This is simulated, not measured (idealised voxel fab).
Name of the process module below: voxel capacitor over wiring
This is section cut - it's 155 nm across, gridded in 5 nm square cells.
Bands, listed from the top down, are how a cross-section gets written in this document; the cross-section itself is a grid of square cells, and a band is one or more rows of them.
Heads up on the band format: heights come first, top then bottom, in nm. After that it's the materials left to right, each with its width in nm. A single material flagged "throughout" fills the whole band edge to edge, and "air" means there's empty space there.
Height 0 is the level under which the wafer as received is all one material. The lowest band goes on downwards, as in "from 0 down".
Width spec "30 to 40" -> top row of cells at first value, bottom row at second value, equal per-row change in between.
A step reported as "left unchanged" is a step in which no cell of the cross-section changed.
The label "Catalogued sealed voids" introduces a list of the empty spaces, 8 cells or larger, that have no open way up to the top; each entry in it reads width x height at distance, where the distance is taken from the left edge and all three are stated in nm.
Whatever follows a step's settings on its line is a remark the simulator itself makes about that step.
overlay nm: mask offset rightward from planned place, masked step; negative means leftward offset.
Every pair from here on: before one process step, after it. The after cross-section reaches only to the lowest band that changed. Below the pair: the step in between and its settings. Pairs can belong to different runs of this module on the same starting wafer; a pair carries on from the pair above only if the entry headed "State before step" says so.
State before step:
    from 0 down = Si throughout
    Catalogued sealed voids: none
Post-Process Section:
    from 10 to 0 = SiO2 throughout
    Note: structure below 0 unchanged.
    Catalogued sealed voids: none
Which step turns the before cross-section above into the after cross-section? CONFORMAL_DEP, material SiO2, thk nm 10
State before step: see the after view in the pair directly above.
Post-Process Section:
    from 15 to 10 = SiN throughout
    Note: structure below 10 unchanged.
    Catalogued sealed voids: none
Which step turns the before cross-section above into the after cross-section? CONFORMAL_DEP, material SiN, thk nm 5
State before step: see the after view in the pair directly above.
Post-Process Section:
    from 40 to 15 = SiO2 throughout
    Note: structure below 15 unchanged.
    Catalogued sealed voids: none
Which step turns the before cross-section above into the after cross-section? DIRECTIONAL_DEP, material SiO2, thk nm 25
State before step: see the after view in the pair directly above.
Post-Process Section:
    from 50 to 40 = aC throughout
    Note: structure below 40 unchanged.
    Catalogued sealed voids: none
Which step turns the before cross-section above into the after cross-section? DIRECTIONAL_DEP, material aC, thk nm 10
State before step: see the after view in the pair directly above.
Post-Process Section:
    from 75 to 50 = 25 of resist | 25 of air | 55 of resist | 25 of air | 25 of resist
    Note: structure below 50 unchanged.
    Catalogued sealed voids: none
Which step turns the before cross-section above into the after cross-section? PATTERN, tone open, mask id METAL_1, material resist, width nm 25, pitch nm 80, thk nm 25, overlay nm 0
State before step: see the after view in the pair directly above.
Post-Process Section:
    from 65 to 50 = 25 of resist | 25 of air | 55 of resist | 25 of air | 25 of resist
    from 50 to 40 = 25 of aC | 25 of air | 55 of aC | 25 of air | 25 of aC
    Note: structure below 40 unchanged.
    Catalogued sealed voids: none
Which step turns the before cross-section above into the after cross-section? DIRECTIONAL_ETCH, etch materials aC, depth nm 10
State before step: see the after view in the pair directly above.
Post-Process Section:
    from 50 to 40 = 25 of aC | 25 of air | 55 of aC | 25 of air | 25 of aC
    Note: structure below 40 unchanged.
    Catalogued sealed voids: none
Which step turns the before cross-section above into the after cross-section? STRIP, etch materials resist
State before step: see the after view in the pair directly above.
Post-Process Section:
    from 50 to 40 = 25 of aC | 25 of air | 55 of aC | 25 of air | 25 of aC
    from 40 to 15 = 25 of SiO2 | 25 of air | 55 of SiO2 | 25 of air | 25 of SiO2
    Note: structure below 15 unchanged.
    Catalogued sealed voids: none
Which step turns the before cross-section above into the after cross-section? DIRECTIONAL_ETCH, etch materials SiO2, depth nm 25
State before step: see the after view in the pair directly above.
Post-Process Section:
    from 50 to 40 = 25 of aC | 25 of air | 55 of aC | 25 of air | 25 of aC
    from 40 to 15 = 25 of SiO2 | 25 of air | 55 of SiO2 | 25 of air | 25 of SiO2
    from 15 to 10 = 25 of SiN | 25 of air | 55 of SiN | 25 of air | 25 of SiN
    Note: structure below 10 unchanged.
    Catalogued sealed voids: none
Which step turns the before cross-section above into the after cross-section? DIRECTIONAL_ETCH, etch materials SiN, depth nm 5
State before step: see the after view in the pair directly above.
Post-Process Section:
    from 40 to 15 = 25 of SiO2 | 25 of air | 55 of SiO2 | 25 of air | 25 of SiO2
    Note: structure below 15 unchanged.
    Catalogued sealed voids: none
Which step turns the before cross-section above into the after cross-section? STRIP, etch materials aC
State before step: see the after view in the pair directly above.
Post-Process Section:
    from 45 to 40 = 30 of TiN | 15 of air | 65 of TiN | 15 of air | 30 of TiN
    from 40 to 15 = 25 of SiO2 | 5 of TiN | 15 of air | 5 of TiN | 55 of SiO2 | 5 of TiN | 15 of air | 5 of TiN | 25 of SiO2
    from 15 to 10 = 25 of SiN | 25 of TiN | 55 of SiN | 25 of TiN | 25 of SiN
    Note: structure below 10 unchanged.
    Catalogued sealed voids: none
Which step turns the before cross-section above into the after cross-section? CONFORMAL_DEP, material TiN, thk nm 5
State before step: see the after view in the pair directly above.
Post-Process Section:
    from 50 to 45 = Cu throughout
    from 45 to 40 = 30 of TiN | 15 of Cu | 65 of TiN | 15 of Cu | 30 of TiN
    from 40 to 15 = 25 of SiO2 | 5 of TiN | 15 of Cu | 5 of TiN | 55 of SiO2 | 5 of TiN | 15 of Cu | 5 of TiN | 25 of SiO2
    Note: structure below 15 unchanged.
    Catalogued sealed voids: none
Which step turns the before cross-section above into the after cross-section? FILL_DEP, material Cu, thk nm 5
State before step: see the after view in the pair directly above.
Post-Process Section:
    from 40 to 15 = 25 of SiO2 | 5 of TiN | 15 of Cu | 5 of TiN | 55 of SiO2 | 5 of TiN | 15 of Cu | 5 of TiN | 25 of SiO2
    Note: structure below 15 unchanged.
    Catalogued sealed voids: none
Which step turns the before cross-section above into the after cross-section? CMP, height nm 40
State before step: see the after view in the pair directly above.
Post-Process Section:
    from 45 to 40 = SiCN throughout
    Note: structure below 40 unchanged.
    Catalogued sealed voids: none
Which step turns the before cross-section above into the after cross-section? CONFORMAL_DEP, material SiCN, thk nm 5
State before step: see the after view in the pair directly above.
Post-Process Section:
    from 60 to 45 = lowk throughout
    Note: structure below 45 unchanged.
    Catalogued sealed voids: none
Which step turns the before cross-section above into the after cross-section? DIRECTIONAL_DEP, material lowk, thk nm 15
State before step: see the after view in the pair directly above.
Post-Process Section:
    from 75 to 60 = aC throughout
    Note: structure below 60 unchanged.
    Catalogued sealed voids: none
Which step turns the before cross-section above into the after cross-section? DIRECTIONAL_DEP, material aC, thk nm 15
State before step: see the after view in the pair directly above.
Post-Process Section:
    from 105 to 75 = 35 of resist | 15 of air | 105 of resist
    Note: structure below 75 unchanged.
    Catalogued sealed voids: none
Which step turns the before cross-section above into the after cross-section? PATTERN, tone open, mask id PLUG_1, material resist, width nm 15, thk nm 30, overlay nm 0
State before step: see the after view in the pair directly above.
Post-Process Section:
    from 90 to 75 = 35 of resist | 15 of air | 105 of resist
    from 75 to 60 = 35 of aC | 15 of air | 105 of aC
    Note: structure below 60 unchanged.
    Catalogued sealed voids: none
Which step turns the before cross-section above into the after cross-section? DIRECTIONAL_ETCH, etch materials aC, depth nm 15
State before step: see the after view in the pair directly above.
Post-Process Section:
    from 75 to 60 = 35 of aC | 15 of air | 105 of aC
    Note: structure below 60 unchanged.
    Catalogued sealed voids: none
Which step turns the before cross-section above into the after cross-section? STRIP, etch materials resist
State before step: see the after view in the pair directly above.
Post-Process Section:
    from 75 to 60 = 35 of aC | 15 of air | 105 of aC
    from 60 to 45 = 35 of lowk | 15 of air | 105 of lowk
    Note: structure below 45 unchanged.
    Catalogued sealed voids: none
Which step turns the before cross-section above into the after cross-section? DIRECTIONAL_ETCH, etch materials lowk, depth nm 15
State before step: see the after view in the pair directly above.
Post-Process Section:
    from 75 to 60 = 35 of aC | 15 of air | 105 of aC
    from 60 to 45 = 35 of lowk | 15 of air | 105 of lowk
    from 45 to 40 = 35 of SiCN | 15 of air | 105 of SiCN
    Note: structure below 40 unchanged.
    Catalogued sealed voids: none
Which step turns the before cross-section above into the after cross-section? DIRECTIONAL_ETCH, etch materials SiCN, depth nm 5
State before step: see the after view in the pair directly above.
Post-Process Section:
    from 60 to 45 = 35 of lowk | 15 of air | 105 of lowk
    Note: structure below 45 unchanged.
    Catalogued sealed voids: none
Which step turns the before cross-section above into the after cross-section? STRIP, etch materials aC
State before step: see the after view in the pair directly above.
Post-Process Section:
    from 60 to 50 = 35 of lowk | 15 of air | 105 of lowk
    from 50 to 45 = 35 of lowk | 15 of Ru | 105 of lowk
    from 45 to 40 = 35 of SiCN | 15 of Ru | 105 of SiCN
    Note: structure below 40 unchanged.
    Catalogued sealed voids: none
Which step turns the before cross-section above into the after cross-section? EPI, material Ru, thk nm 10
State before step: see the after view in the pair directly above.
Post-Process Section:
    from 60 to 45 = 35 of lowk | 15 of Ru | 105 of lowk
    Note: structure below 45 unchanged.
    Catalogued sealed voids: none
Which step turns the before cross-section above into the after cross-section? EPI, material Ru, thk nm 10
State before step: see the after view in the pair directly above.
Post-Process Section:
    from 65 to 60 = TiN throughout
    Note: structure below 60 unchanged.
    Catalogued sealed voids: none
Which step turns the before cross-section above into the after cross-section? DIRECTIONAL_DEP, material TiN, thk nm 5
State before step: see the after view in the pair directly above.
Post-Process Section:
    from 70 to 65 = Al2O3 throughout
    Note: structure below 65 unchanged.
    Catalogued sealed voids: none
Which step turns the before cross-section above into the after cross-section? DIRECTIONAL_DEP, material Al2O3, thk nm 5
State before step: see the after view in the pair directly above.
Post-Process Section:
    from 75 to 70 = TiN throughout
    Note: structure below 70 unchanged.
    Catalogued sealed voids: none
Which step turns the before cross-section above into the after cross-section? DIRECTIONAL_DEP, material TiN, thk nm 5
State before step: see the after view in the pair directly above.
Post-Process Section:
    from 90 to 75 = 35 of air | 60 of resist | 60 of air
    Note: structure below 75 unchanged.
    Catalogued sealed voids: none
Which step turns the before cross-section above into the after cross-section? PATTERN, tone cover, mask id UPPER_PLATE, material resist, width nm 60, thk nm 15, overlay nm 0
State before step: see the after view in the pair directly above.
Post-Process Section:
    from 90 to 75 = 35 of air | 60 of resist | 60 of air
    from 75 to 70 = 35 of air | 60 of TiN | 60 of air
    Note: structure below 70 unchanged.
    Catalogued sealed voids: none
Which step turns the before cross-section above into the after cross-section? DIRECTIONAL_ETCH, etch materials TiN, depth nm 5
State before step: see the after view in the pair directly above.
Post-Process Section:
    from 90 to 75 = 35 of air | 60 of resist | 60 of air
    from 75 to 70 = 35 of air | 60 of TiN | 60 of air
    from 70 to 65 = 35 of air | 60 of Al2O3 | 60 of air
    Note: structure below 65 unchanged.
    Catalogued sealed voids: none
Which step turns the before cross-section above into the after cross-section? DIRECTIONAL_ETCH, etch materials Al2O3, depth nm 5
State before step: see the after view in the pair directly above.
Post-Process Section:
    from 75 to 70 = 35 of air | 60 of TiN | 60 of air
    Note: structure below 70 unchanged.
    Catalogued sealed voids: none
Which step turns the before cross-section above into the after cross-section? STRIP, etch materials resist
State before step: see the after view in the pair directly above.
Post-Process Section:
    from 75 to 70 = 35 of air | 60 of TiN | 60 of air
    from 70 to 65 = 35 of air | 60 of Al2O3 | 60 of air
    from 65 to 60 = 30 of air | 70 of TiN | 55 of air
    Note: structure below 60 unchanged.
    Catalogued sealed voids: none
Which step turns the before cross-section above into the after cross-section? MASKED_ETCH, tone cover, mask id LOWER_PLATE, width nm 70, etch materials TiN, depth nm 5, overlay nm 0
State before step: see the after view in the pair directly above.
Post-Process Section:
    from 90 to 75 = SiO2 throughout
    from 75 to 70 = 35 of SiO2 | 60 of TiN | 60 of SiO2
    from 70 to 65 = 35 of SiO2 | 60 of Al2O3 | 60 of SiO2
    from 65 to 60 = 30 of SiO2 | 70 of TiN | 55 of SiO2
    Note: structure below 60 unchanged.
    Catalogued sealed voids: none
Which step turns the before cross-section above into the after cross-section? FILL_DEP, material SiO2, thk nm 15
State before step: see the after view in the pair directly above.
Post-Process Section:
    from 85 to 75 = SiO2 throughout
    Note: structure below 75 unchanged.
    Catalogued sealed voids: none
Which step turns the before cross-section above into the after cross-section? CMP, height nm 85
State before step: see the after view in the pair directly above.
Post-Process Section:
    from 100 to 85 = 45 of resist | 15 of air | 95 of resist
    Note: structure below 85 unchanged.
    Catalogued sealed voids: none
Which step turns the before cross-section above into the after cross-section? PATTERN, tone open, mask id PLUG_2, material resist, width nm 15, thk nm 15, overlay nm 0
State before step: see the after view in the pair directly above.
Post-Process Section:
    from 100 to 85 = 45 of resist | 15 of air | 95 of resist
    from 85 to 75 = 45 of SiO2 | 15 of air | 95 of SiO2
    Note: structure below 75 unchanged.
    Catalogued sealed voids: none
Which step turns the before cross-section above into the after cross-section? DIRECTIONAL_ETCH, etch materials SiO2, depth nm 10
State before step: see the after view in the pair directly above.
Post-Process Section:
    from 85 to 75 = 45 of SiO2 | 15 of air | 95 of SiO2
    Note: structure below 75 unchanged.
    Catalogued sealed voids: none
Which step turns the before cross-section above into the after cross-section? STRIP, etch materials resist
State before step: see the after view in the pair directly above.
Post-Process Section:
    from 90 to 85 = 50 of TiN | 5 of air | 100 of TiN
    from 85 to 80 = 45 of SiO2 | 5 of TiN | 5 of air | 5 of TiN | 95 of SiO2
    from 80 to 70 = 45 to 35 of SiO2 | 15 to 60 of TiN | 95 to 60 of SiO2
    Note: structure below 70 unchanged.
    Catalogued sealed voids: none
Which step turns the before cross-section above into the after cross-section? CONFORMAL_DEP, material TiN, thk nm 5
State before step: see the after view in the pair directly above.
Post-Process Section:
    from 95 to 90 = W throughout
    from 90 to 85 = 50 of TiN | 5 of W | 100 of TiN
    from 85 to 80 = 45 of SiO2 | 5 of TiN | 5 of W | 5 of TiN | 95 of SiO2
    Note: structure below 80 unchanged.
    Catalogued sealed voids: none
Which step turns the before cross-section above into the after cross-section? FILL_DEP, material W, thk nm 5
State before step: see the after view in the pair directly above.
Post-Process Section:
    from 85 to 80 = 45 of SiO2 | 5 of TiN | 5 of W | 5 of TiN | 95 of SiO2
    Note: structure below 80 unchanged.
    Catalogued sealed voids: none
Which step turns the before cross-section above into the after cross-section? CMP, height nm 85
State before step: see the after view in the pair directly above.
Post-Process Section:
    from 90 to 85 = SiN throughout
    Note: structure below 85 unchanged.
    Catalogued sealed voids: none
Which step turns the before cross-section above into the after cross-section? CONFORMAL_DEP, material SiN, thk nm 5
State before step:
    from 65 to 60 = TiN throughout
    from 60 to 45 = 35 of lowk | 15 of Ru | 105 of lowk
    from 45 to 40 = 35 of SiCN | 15 of Ru | 105 of SiCN
    from 40 to 15 = 25 of SiO2 | 5 of TiN | 15 of Cu | 5 of TiN | 55 of SiO2 | 5 of TiN | 15 of Cu | 5 of TiN | 25 of SiO2
    from 15 to 10 = 25 of SiN | 25 of TiN | 55 of SiN | 25 of TiN | 25 of SiN
    from 10 to 0 = SiO2 throughout
    from 0 down = Si throughout
    Catalogued sealed voids: none
Post-Process Section:
    from 70 to 60 = TiN throughout
    Note: structure below 60 unchanged.
    Catalogued sealed voids: none
Which step turns the before cross-section above into the after cross-section? DIRECTIONAL_DEP, material TiN, thk nm 5
State before step: see the after view in the pair directly above.
Post-Process Section:
    from 85 to 70 = 35 of air | 60 of resist | 60 of air
    Note: structure below 70 unchanged.
    Catalogued sealed voids: none
Which step turns the before cross-section above into the after cross-section? PATTERN, tone cover, mask id UPPER_PLATE, material resist, width nm 60, thk nm 15, overlay nm 0
State before step: see the after view in the pair directly above.
Post-Process Section:
    from 85 to 70 = 35 of air | 60 of resist | 60 of air
    from 70 to 65 = 35 of air | 60 of TiN | 60 of air
    Note: structure below 65 unchanged.
    Catalogued sealed voids: none
Which step turns the before cross-section above into the after cross-section? DIRECTIONAL_ETCH, etch materials TiN, depth nm 5
State before step: see the after view in the pair directly above.
Post-Process Section:
    from 70 to 65 = 35 of air | 60 of TiN | 60 of air
    Note: structure below 65 unchanged.
    Catalogued sealed voids: none
Which step turns the before cross-section above into the after cross-section? STRIP, etch materials resist
State before step: see the after view in the pair directly above.
Post-Process Section:
    from 70 to 60 = 35 to 30 of air | 60 to 70 of TiN | 60 to 55 of air
    Note: structure below 60 unchanged.
    Catalogued sealed voids: none
Which step turns the before cross-section above into the after cross-section? MASKED_ETCH, tone cover, mask id LOWER_PLATE, width nm 70, etch materials TiN, depth nm 5, overlay nm 0
State before step: see the after view in the pair directly above.
Post-Process Section:
    from 85 to 70 = SiO2 throughout
    from 70 to 60 = 35 to 30 of SiO2 | 60 to 70 of TiN | 60 to 55 of SiO2
    Note: structure below 60 unchanged.
    Catalogued sealed voids: none
Which step turns the before cross-section above into the after cross-section? FILL_DEP, material SiO2, thk nm 15
State before step: see the after view in the pair directly above.
Post-Process Section:
    from 100 to 85 = 45 of resist | 15 of air | 95 of resist
    Note: structure below 85 unchanged.
    Catalogued sealed voids: none
Which step turns the before cross-section above into the after cross-section? PATTERN, tone open, mask id PLUG_2, material resist, width nm 15, thk nm 15, overlay nm 0
State before step: see the after view in the pair directly above.
Post-Process Section:
    from 100 to 85 = 45 of resist | 15 of air | 95 of resist
    from 85 to 75 = 45 of SiO2 | 15 of air | 95 of SiO2
    Note: structure below 75 unchanged.
    Catalogued sealed voids: none
Which step turns the before cross-section above into the after cross-section? DIRECTIONAL_ETCH, etch materials SiO2, depth nm 10
State before step: see the after view in the pair directly above.
Post-Process Section:
    from 85 to 75 = 45 of SiO2 | 15 of air | 95 of SiO2
    Note: structure below 75 unchanged.
    Catalogued sealed voids: none
Which step turns the before cross-section above into the after cross-section? STRIP, etch materials resist
State before step: see the after view in the pair directly above.
Post-Process Section:
    from 90 to 85 = 50 of TiN | 5 of air | 100 of TiN
    from 85 to 80 = 45 of SiO2 | 5 of TiN | 5 of air | 5 of TiN | 95 of SiO2
    from 80 to 75 = 45 of SiO2 | 15 of TiN | 95 of SiO2
    Note: structure below 75 unchanged.
    Catalogued sealed voids: none
Which step turns the before cross-section above into the after cross-section? CONFORMAL_DEP, material TiN, thk nm 5
State before step: see the after view in the pair directly above.
Post-Process Section:
    from 95 to 90 = W throughout
    from 90 to 85 = 50 of TiN | 5 of W | 100 of TiN
    from 85 to 80 = 45 of SiO2 | 5 of TiN | 5 of W | 5 of TiN | 95 of SiO2
    Note: structure below 80 unchanged.
    Catalogued sealed voids: none
Which step turns the before cross-section above into the after cross-section? FILL_DEP, material W, thk nm 5
State before step: see the after view in the pair directly above.
Post-Process Section:
    from 85 to 80 = 45 of SiO2 | 5 of TiN | 5 of W | 5 of TiN | 95 of SiO2
    Note: structure below 80 unchanged.
    Catalogued sealed voids: none
Which step turns the before cross-section above into the after cross-section? CMP, height nm 85
State before step: see the after view in the pair directly above.
Post-Process Section:
    from 90 to 85 = SiN throughout
    Note: structure below 85 unchanged.
    Catalogued sealed voids: none
Which step turns the before cross-section above into the after cross-section? CONFORMAL_DEP, material SiN, thk nm 5
State before step:
    from 60 to 45 = 35 of lowk | 15 of Ru | 105 of lowk
    from 45 to 40 = 35 of SiCN | 15 of Ru | 105 of SiCN
    from 40 to 15 = 25 of SiO2 | 5 of TiN | 15 of Cu | 5 of TiN | 55 of SiO2 | 5 of TiN | 15 of Cu | 5 of TiN | 25 of SiO2
    from 15 to 10 = 25 of SiN | 25 of TiN | 55 of SiN | 25 of TiN | 25 of SiN
    from 10 to 0 = SiO2 throughout
    from 0 down = Si throughout
    Catalogued sealed voids: none
Post-Process Section:
    from 70 to 60 = 25 of air | 35 of Ru | 95 of air
    Note: structure below 60 unchanged.
    Catalogued sealed voids: none
Which step turns the before cross-section above into the after cross-section? EPI, material Ru, thk nm 10
State before step: see the after view in the pair directly above.
Post-Process Section:
    from 75 to 70 = 25 of air | 35 of TiN | 95 of air
    from 70 to 65 = 25 of air | 35 of Ru | 95 of air
    from 65 to 60 = 25 of TiN | 35 of Ru | 95 of TiN
    Note: structure below 60 unchanged.
    Catalogued sealed voids: none
Which step turns the before cross-section above into the after cross-section? DIRECTIONAL_DEP, material TiN, thk nm 5
State before step: see the after view in the pair directly above.
Post-Process Section:
    from 80 to 75 = 25 of air | 35 of Al2O3 | 95 of air
    from 75 to 70 = 25 of air | 35 of TiN | 95 of air
    from 70 to 65 = 25 of Al2O3 | 35 of Ru | 95 of Al2O3
    Note: structure below 65 unchanged.
    Catalogued sealed voids: none
Which step turns the before cross-section above into the after cross-section? DIRECTIONAL_DEP, material Al2O3, thk nm 5
State before step: see the after view in the pair directly above.
Post-Process Section:
    from 85 to 80 = 25 of air | 35 of TiN | 95 of air
    from 80 to 75 = 25 of air | 35 of Al2O3 | 95 of air
    from 75 to 70 = TiN throughout
    Note: structure below 70 unchanged.
    Catalogued sealed voids: none
Which step turns the before cross-section above into the after cross-section? DIRECTIONAL_DEP, material TiN, thk nm 5
State before step: see the after view in the pair directly above.
Post-Process Section:
    from 100 to 85 = 35 of air | 60 of resist | 60 of air
    from 85 to 80 = 25 of air | 35 of TiN | 35 of resist | 60 of air
    from 80 to 75 = 25 of air | 35 of Al2O3 | 35 of resist | 60 of air
    Note: structure below 75 unchanged.
    Catalogued sealed voids: none
Which step turns the before cross-section above into the after cross-section? PATTERN, tone cover, mask id UPPER_PLATE, material resist, width nm 60, thk nm 15, overlay nm 0
State before step: see the after view in the pair directly above.
Post-Process Section:
    from 100 to 85 = 35 of air | 60 of resist | 60 of air
    from 85 to 80 = 35 of air | 25 of TiN | 35 of resist | 60 of air
    from 80 to 75 = 25 of air | 35 of Al2O3 | 35 of resist | 60 of air
    from 75 to 70 = 25 of air | 70 of TiN | 60 of air
    Note: structure below 70 unchanged.
    Catalogued sealed voids: none
Which step turns the before cross-section above into the after cross-section? DIRECTIONAL_ETCH, etch materials TiN, depth nm 5
State before step: see the after view in the pair directly above.
Post-Process Section:
    from 100 to 85 = 35 of air | 60 of resist | 60 of air
    from 85 to 80 = 35 of air | 25 of TiN | 35 of resist | 60 of air
    from 80 to 75 = 35 of air | 25 of Al2O3 | 35 of resist | 60 of air
    from 75 to 70 = 25 of air | 70 of TiN | 60 of air
    from 70 to 65 = 25 of air | 35 of Ru | 35 of Al2O3 | 60 of air
    Note: structure below 65 unchanged.
    Catalogued sealed voids: none
Which step turns the before cross-section above into the after cross-section? DIRECTIONAL_ETCH, etch materials Al2O3, depth nm 5
State before step: see the after view in the pair directly above.
Post-Process Section:
    from 85 to 80 = 35 of air | 25 of TiN | 95 of air
    from 80 to 75 = 35 of air | 25 of Al2O3 | 95 of air
    Note: structure below 75 unchanged.
    Catalogued sealed voids: none
Which step turns the before cross-section above into the after cross-section? STRIP, etch materials resist
State before step: see the after view in the pair directly above.
Post-Process Section:
    from 85 to 80 = 35 of air | 25 of TiN | 95 of air
    from 80 to 75 = 35 of air | 25 of Al2O3 | 95 of air
    from 75 to 70 = 30 of air | 65 of TiN | 60 of air
    from 70 to 65 = 25 of air | 35 of Ru | 35 of Al2O3 | 60 of air
    from 65 to 60 = 25 of air | 35 of Ru | 40 of TiN | 55 of air
    Note: structure below 60 unchanged.
    Catalogued sealed voids: none
Which step turns the before cross-section above into the after cross-section? MASKED_ETCH, tone cover, mask id LOWER_PLATE, width nm 70, etch materials TiN, depth nm 5, overlay nm 0
State before step: see the after view in the pair directly above.
Post-Process Section:
    from 100 to 85 = SiO2 throughout
    from 85 to 80 = 35 of SiO2 | 25 of TiN | 95 of SiO2
    from 80 to 75 = 35 of SiO2 | 25 of Al2O3 | 95 of SiO2
    from 75 to 70 = 30 of SiO2 | 65 of TiN | 60 of SiO2
    from 70 to 65 = 25 of SiO2 | 35 of Ru | 35 of Al2O3 | 60 of SiO2
    from 65 to 60 = 25 of SiO2 | 35 of Ru | 40 of TiN | 55 of SiO2
    Note: structure below 60 unchanged.
    Catalogued sealed voids: none
Which step turns the before cross-section above into the after cross-section? FILL_DEP, material SiO2, thk nm 15
State before step: see the after view in the pair directly above.
Post-Process Section:
    from 85 to 80 = 35 of SiO2 | 25 of TiN | 95 of SiO2
    Note: structure below 80 unchanged.
    Catalogued sealed voids: none
Which step turns the before cross-section above into the after cross-section? CMP, height nm 85
State before step: see the after view in the pair directly above.
Post-Process Section:
    from 100 to 85 = 45 of resist | 15 of air | 95 of resist
    Note: structure below 85 unchanged.
    Catalogued sealed voids: none
Which step turns the before cross-section above into the after cross-section? PATTERN, tone open, mask id PLUG_2, material resist, width nm 15, thk nm 15, overlay nm 0
State before step: see the after view in the pair directly above.
Post-Process Section:
    from 85 to 80 = 35 of SiO2 | 25 of TiN | 95 of SiO2
    Note: structure below 80 unchanged.
    Catalogued sealed voids: none
Which step turns the before cross-section above into the after cross-section? STRIP, etch materials resist
State before step: see the after view in the pair directly above.
Post-Process Section:
    from 90 to 85 = TiN throughout
    Note: structure below 85 unchanged.
    Catalogued sealed voids: none
Which step turns the before cross-section above into the after cross-section? CONFORMAL_DEP, material TiN, thk nm 5
State before step: see the after view in the pair directly above.
Post-Process Section:
    from 95 to 90 = W throughout
    Note: structure below 90 unchanged.
    Catalogued sealed voids: none
Which step turns the before cross-section above into the after cross-section? FILL_DEP, material W, thk nm 5
State before step: see the after view in the pair directly above.
Post-Process Section:
    from 85 to 80 = 35 of SiO2 | 25 of TiN | 95 of SiO2
    Note: structure below 80 unchanged.
    Catalogued sealed voids: none
Which step turns the before cross-section above into the after cross-section? CMP, height nm 85
State before step: see the after view in the pair directly above.
Post-Process Section:
    from 90 to 85 = SiN throughout
    Note: structure below 85 unchanged.
    Catalogued sealed voids: none
Which step turns the before cross-section above into the after cross-section? CONFORMAL_DEP, material SiN, thk nm 5
State before step:
    from 60 to 45 = 35 of lowk | 15 of Ru | 105 of lowk
    from 45 to 40 = 35 of SiCN | 15 of Ru | 105 of SiCN
    from 40 to 15 = 25 of SiO2 | 5 of TiN | 15 of Cu | 5 of TiN | 55 of SiO2 | 5 of TiN | 15 of Cu | 5 of TiN | 25 of SiO2
    from 15 to 10 = 25 of SiN | 25 of TiN | 55 of SiN | 25 of TiN | 25 of SiN
    from 10 to 0 = SiO2 throughout
    from 0 down = Si throughout
    Catalogued sealed voids: none
Post-Process Section:
    from 65 to 60 = Al2O3 throughout
    Note: structure below 60 unchanged.
    Catalogued sealed voids: none
Which step turns the before cross-section above into the after cross-section? DIRECTIONAL_DEP, material Al2O3, thk nm 5
State before step: see the after view in the pair directly above.
Post-Process Section:
    from 70 to 65 = TiN throughout
    Note: structure below 65 unchanged.
    Catalogued sealed voids: none
Which step turns the before cross-section above into the after cross-section? DIRECTIONAL_DEP, material TiN, thk nm 5
State before step: see the after view in the pair directly above.
Post-Process Section:
    from 75 to 65 = TiN throughout
    Note: structure below 65 unchanged.
    Catalogued sealed voids: none
Which step turns the before cross-section above into the after cross-section? DIRECTIONAL_DEP, material TiN, thk nm 5
State before step: see the after view in the pair directly above.
Post-Process Section:
    from 90 to 75 = 35 of air | 60 of resist | 60 of air
    Note: structure below 75 unchanged.
    Catalogued sealed voids: none
Which step turns the before cross-section above into the after cross-section? PATTERN, tone cover, mask id UPPER_PLATE, material resist, width nm 60, thk nm 15, overlay nm 0
State before step: see the after view in the pair directly above.
Post-Process Section:
    from 90 to 75 = 35 of air | 60 of resist | 60 of air
    from 75 to 70 = 35 of air | 60 of TiN | 60 of air
    Note: structure below 70 unchanged.
    Catalogued sealed voids: none
Which step turns the before cross-section above into the after cross-section? DIRECTIONAL_ETCH, etch materials TiN, depth nm 5
State before step: see the after view in the pair directly above.
Post-Process Section:
    from 75 to 70 = 35 of air | 60 of TiN | 60 of air
    Note: structure below 70 unchanged.
    Catalogued sealed voids: none
Which step turns the before cross-section above into the after cross-section? STRIP, etch materials resist
State before step: see the after view in the pair directly above.
Post-Process Section:
    from 75 to 65 = 35 to 30 of air | 60 to 70 of TiN | 60 to 55 of air
    Note: structure below 65 unchanged.
    Catalogued sealed voids: none
Which step turns the before cross-section above into the after cross-section? MASKED_ETCH, tone cover, mask id LOWER_PLATE, width nm 70, etch materials TiN, depth nm 5, overlay nm 0
State before step: see the after view in the pair directly above.
Post-Process Section:
    from 90 to 75 = SiO2 throughout
    from 75 to 65 = 35 to 30 of SiO2 | 60 to 70 of TiN | 60 to 55 of SiO2
    Note: structure below 65 unchanged.
    Catalogued sealed voids: none
Which step turns the before cross-section above into the after cross-section? FILL_DEP, material SiO2, thk nm 15
State before step: see the after view in the pair directly above.
Post-Process Section:
    from 85 to 75 = SiO2 throughout
    Note: structure below 75 unchanged.
    Catalogued sealed voids: none
Which step turns the before cross-section above into the after cross-section? CMP, height nm 85
State before step: see the after view in the pair directly above.
Post-Process Section:
    from 100 to 85 = 45 of resist | 15 of air | 95 of resist
    Note: structure below 85 unchanged.
    Catalogued sealed voids: none
Which step turns the before cross-section above into the after cross-section? PATTERN, tone open, mask id PLUG_2, material resist, width nm 15, thk nm 15, overlay nm 0
State before step: see the after view in the pair directly above.
Post-Process Section:
    from 100 to 85 = 45 of resist | 15 of air | 95 of resist
    from 85 to 75 = 45 of SiO2 | 15 of air | 95 of SiO2
    Note: structure below 75 unchanged.
    Catalogued sealed voids: none
Which step turns the before cross-section above into the after cross-section? DIRECTIONAL_ETCH, etch materials SiO2, depth nm 10
State before step: see the after view in the pair directly above.
Post-Process Section:
    from 85 to 75 = 45 of SiO2 | 15 of air | 95 of SiO2
    Note: structure below 75 unchanged.
    Catalogued sealed voids: none
Which step turns the before cross-section above into the after cross-section? STRIP, etch materials resist
State before step: see the after view in the pair directly above.
Post-Process Section:
    from 90 to 85 = 50 of TiN | 5 of air | 100 of TiN
    from 85 to 80 = 45 of SiO2 | 5 of TiN | 5 of air | 5 of TiN | 95 of SiO2
    from 80 to 70 = 45 to 35 of SiO2 | 15 to 60 of TiN | 95 to 60 of SiO2
    Note: structure below 70 unchanged.
    Catalogued sealed voids: none
Which step turns the before cross-section above into the after cross-section? CONFORMAL_DEP, material TiN, thk nm 5
State before step: see the after view in the pair directly above.
Post-Process Section:
    from 95 to 90 = W throughout
    from 90 to 85 = 50 of TiN | 5 of W | 100 of TiN
    from 85 to 80 = 45 of SiO2 | 5 of TiN | 5 of W | 5 of TiN | 95 of SiO2
    Note: structure below 80 unchanged.
    Catalogued sealed voids: none
Which step turns the before cross-section above into the after cross-section? FILL_DEP, material W, thk nm 5
State before step: see the after view in the pair directly above.
Post-Process Section:
    from 85 to 80 = 45 of SiO2 | 5 of TiN | 5 of W | 5 of TiN | 95 of SiO2
    Note: structure below 80 unchanged.
    Catalogued sealed voids: none
Which step turns the before cross-section above into the after cross-section? CMP, height nm 85
